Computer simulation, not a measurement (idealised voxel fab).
The following is a process module called voxel self aligned contacts.
Cross-section cut: width 285 nm, square cells of 5 nm.
Throughout this document, each cross-section is represented as a grid of square cells and is presented as a sequence of bands enumerated from the top downward, where a band comprises one or more rows of cells. The band entry comprises the height of the band's top followed by the height of its bottom, expressed in nm, and subsequently the band's materials from left to right, each stated together with its width in nm. Where a single material is marked with the word "edge to edge", that material fills the band from edge to edge. The word "empty" represents empty space. Counting heights begins at 0, where everything beneath is, in the wafer as received, one material. The lowest band has no bottom; it goes on downwards, as "0 down" shows. Per-row width for "30..40": begins at first number (top row of band), ends at second number (bottom row), increment between rows held constant. The cross-section has no changed cell in any step marked "all unchanged". "Completely sealed voids": empty spaces of 8 cells or more with no open way to the top, each given as width x height at distance, distance from the left edge, all in nm. Past the settings on a step's line: simulator remark, on that step. The "overlay nm" setting may appear on a step's line; for a step that uses a mask, it gives how far to the right of its planned position the mask lay, and a negative value indicates the left.
## This section lists the process steps that were planned
| 1 | RECEIVE | material Si |
| 2 | OXIDIZE | depth nm 5 |
| 3 | DIRECTIONAL_DEP | material polySi | thk nm 20 |
| 4 | DIRECTIONAL_DEP | material SiN | thk nm 20 |
| 5 | MASKED_ETCH | tone cover | mask id GATE | width nm 30 | pitch nm 60 | etch materials SiN | depth nm 20 | overlay nm 0 |
| 6 | MASKED_ETCH | tone cover | mask id GATE | width nm 30 | pitch nm 60 | etch materials polySi | depth nm 20 | overlay nm 0 |
| 7 | CONFORMAL_DEP | material SiN | thk nm 5 |
| 8 | DIRECTIONAL_ETCH | etch materials SiN | depth nm 5 |
| 9 | FILL_DEP | material SiO2 | thk nm 15 |
| 10 | CMP | height nm 45 |
| 11 | MASKED_ETCH | tone open | mask id CONTACT | width nm 40 | etch materials SiO2 | depth nm 50 | overlay nm 0 |
| 12 | CONFORMAL_DEP | material TiN | thk nm 5 |
| 13 | FILL_DEP | material W | thk nm 10 |
| 14 | CMP | height nm 45 |
| 15 | CONFORMAL_DEP | material SiN | thk nm 5 |
## Concerning the first of two wafers, which was run in accordance with the plan
## Cross-section of the wafer as it came to us, i.e., already through step 1
* 0 down: Si edge to edge
* Completely sealed voids: none
## Take a look at the wafer's cross-section after step 2
* 0 to -5: SiO2 edge to edge
* For the remainder of the cross-section, below -5, there is no change.
## Take a look at the wafer's cross-section after step 3
* 20 to 0: polySi edge to edge
* For the remainder of the cross-section, below 0, there is no change.
## Take a look at the wafer's cross-section after step 4
* 40 to 20: SiN edge to edge
* For the remainder of the cross-section, below 20, there is no change.
## Take a look at the wafer's cross-section after step 5
* 40 to 20: empty (95)  SiN (30)  empty (30)  SiN (30)  empty (100)
* For the remainder of the cross-section, below 20, there is no change.
## Take a look at the wafer's cross-section after step 6
* 40 to 20: empty (95)  SiN (30)  empty (30)  SiN (30)  empty (100)
* 20 to 0: empty (95)  polySi (30)  empty (30)  polySi (30)  empty (100)
* For the remainder of the cross-section, below 0, there is no change.
## Take a look at the wafer's cross-section after step 7
* 45 to 20: empty (90)  SiN (40)  empty (20)  SiN (40)  empty (95)
* 20 to 5: empty (90)  SiN (5)  polySi (30)  SiN (5)  empty (20)  SiN (5)  polySi (30)  SiN (5)  empty (95)
* 5 to 0: SiN (95)  polySi (30)  SiN (30)  polySi (30)  SiN (100)
* For the remainder of the cross-section, below 0, there is no change.
## Take a look at the wafer's cross-section after step 8
* 40 to 20: empty (90)  SiN (40)  empty (20)  SiN (40)  empty (95)
* 20 to 0: empty (90)  SiN (5)  polySi (30)  SiN (5)  empty (20)  SiN (5)  polySi (30)  SiN (5)  empty (95)
* For the remainder of the cross-section, below 0, there is no change.
## Take a look at the wafer's cross-section after step 9
* 55 to 40: SiO2 edge to edge
* 40 to 20: SiO2 (90)  SiN (40)  SiO2 (20)  SiN (40)  SiO2 (95)
* 20 to 0: SiO2 (90)  SiN (5)  polySi (30)  SiN (5)  SiO2 (20)  SiN (5)  polySi (30)  SiN (5)  SiO2 (95)
* For the remainder of the cross-section, below 0, there is no change.
## Take a look at the wafer's cross-section after step 10
* 45 to 40: SiO2 edge to edge
* For the remainder of the cross-section, below 40, there is no change.
## Take a look at the wafer's cross-section after step 11
* 45 to 40: SiO2 (120)  empty (40)  SiO2 (125)
* 40 to 20: SiO2 (90)  SiN (40)  empty (20)  SiN (40)  SiO2 (95)
* 20 to 0: SiO2 (90)  SiN (5)  polySi (30)  SiN (5)  empty (20)  SiN (5)  polySi (30)  SiN (5)  SiO2 (95)
* 0 to -5: SiO2 (130)  empty (20)  SiO2 (135)
* For the remainder of the cross-section, below -5, there is no change.
## Take a look at the wafer's cross-section after step 12
* 50 to 45: TiN (125)  empty (30)  TiN (130)
* 45 to 40: SiO2 (120)  TiN (15)  empty (10)  TiN (15)  SiO2 (125)
* 40 to 20: SiO2 (90)  SiN (40)  TiN (5)  empty (10)  TiN (5)  SiN (40)  SiO2 (95)
* 20 to 0: SiO2 (90)  SiN (5)  polySi (30)  SiN (5)  TiN (5)  empty (10)  TiN (5)  SiN (5)  polySi (30)  SiN (5)  SiO2 (95)
* 0 to -5: SiO2 (130)  TiN (20)  SiO2 (135)
* For the remainder of the cross-section, below -5, there is no change.
## Take a look at the wafer's cross-section after step 13
* 60 to 50: W edge to edge
* 50 to 45: TiN (125)  W (30)  TiN (130)
* 45 to 40: SiO2 (120)  TiN (15)  W (10)  TiN (15)  SiO2 (125)
* 40 to 20: SiO2 (90)  SiN (40)  TiN (5)  W (10)  TiN (5)  SiN (40)  SiO2 (95)
* 20 to 0: SiO2 (90)  SiN (5)  polySi (30)  SiN (5)  TiN (5)  W (10)  TiN (5)  SiN (5)  polySi (30)  SiN (5)  SiO2 (95)
* For the remainder of the cross-section, below 0, there is no change.
## Take a look at the wafer's cross-section after step 14
* 45 to 40: SiO2 (120)  TiN (15)  W (10)  TiN (15)  SiO2 (125)
* For the remainder of the cross-section, below 40, there is no change.
## Take a look at the wafer's cross-section after step 15
* 50 to 45: SiN edge to edge
* For the remainder of the cross-section, below 45, there is no change.
## The second wafer was prepared from the same starting point and under the same plan as the first; its processing contained one mistake, and it remains indistinguishable from the first wafer up to and including step 10
## Second wafer, sectioned view, at step 11's planned end time
* 45 to 40: SiO2 (120)  empty (45)  SiO2 (120)
* 40 to 20: SiO2 (90)  SiN (40)  empty (20)  SiN (40)  SiO2 (95)
* 20 to 0: SiO2 (90)  SiN (5)  polySi (30)  SiN (5)  empty (20)  SiN (5)  polySi (30)  SiN (5)  SiO2 (95)
* 0 to -5: SiO2 (130)  empty (20)  SiO2 (135)
* For the remainder of the cross-section, below -5, there is no change.
## Second wafer, sectioned view, at step 12's planned end time
* 50 to 45: TiN (125)  empty (35)  TiN (125)
* 45 to 40: SiO2 (120)  TiN (15)  empty (10)  TiN (20)  SiO2 (120)
* 40 to 20: SiO2 (90)  SiN (40)  TiN (5)  empty (10)  TiN (5)  SiN (40)  SiO2 (95)
* 20 to 0: SiO2 (90)  SiN (5)  polySi (30)  SiN (5)  TiN (5)  empty (10)  TiN (5)  SiN (5)  polySi (30)  SiN (5)  SiO2 (95)
* 0 to -5: SiO2 (130)  TiN (20)  SiO2 (135)
* For the remainder of the cross-section, below -5, there is no change.
## Second wafer, sectioned view, at step 13's planned end time
* 60 to 50: W edge to edge
* 50 to 45: TiN (125)  W (35)  TiN (125)
* 45 to 40: SiO2 (120)  TiN (15)  W (10)  TiN (20)  SiO2 (120)
* 40 to 20: SiO2 (90)  SiN (40)  TiN (5)  W (10)  TiN (5)  SiN (40)  SiO2 (95)
* 20 to 0: SiO2 (90)  SiN (5)  polySi (30)  SiN (5)  TiN (5)  W (10)  TiN (5)  SiN (5)  polySi (30)  SiN (5)  SiO2 (95)
* For the remainder of the cross-section, below 0, there is no change.
## Second wafer, sectioned view, at step 14's planned end time
* 45 to 40: SiO2 (120)  TiN (15)  W (10)  TiN (20)  SiO2 (120)
* For the remainder of the cross-section, below 40, there is no change.
## Second wafer, sectioned view, at step 15's planned end time
* 50 to 45: SiN edge to edge
* For the remainder of the cross-section, below 45, there is no change.
Diagnosis: heads up, step 11 didn't go per plan, it actually ran as MASKED_ETCH | tone open | mask id CONTACT | width nm 45 | etch materials SiO2 | depth nm 50 | overlay nm 0
Count the cells at the end and the second wafer has more or fewer of some materials than the first: SiO2 -1, TiN +1
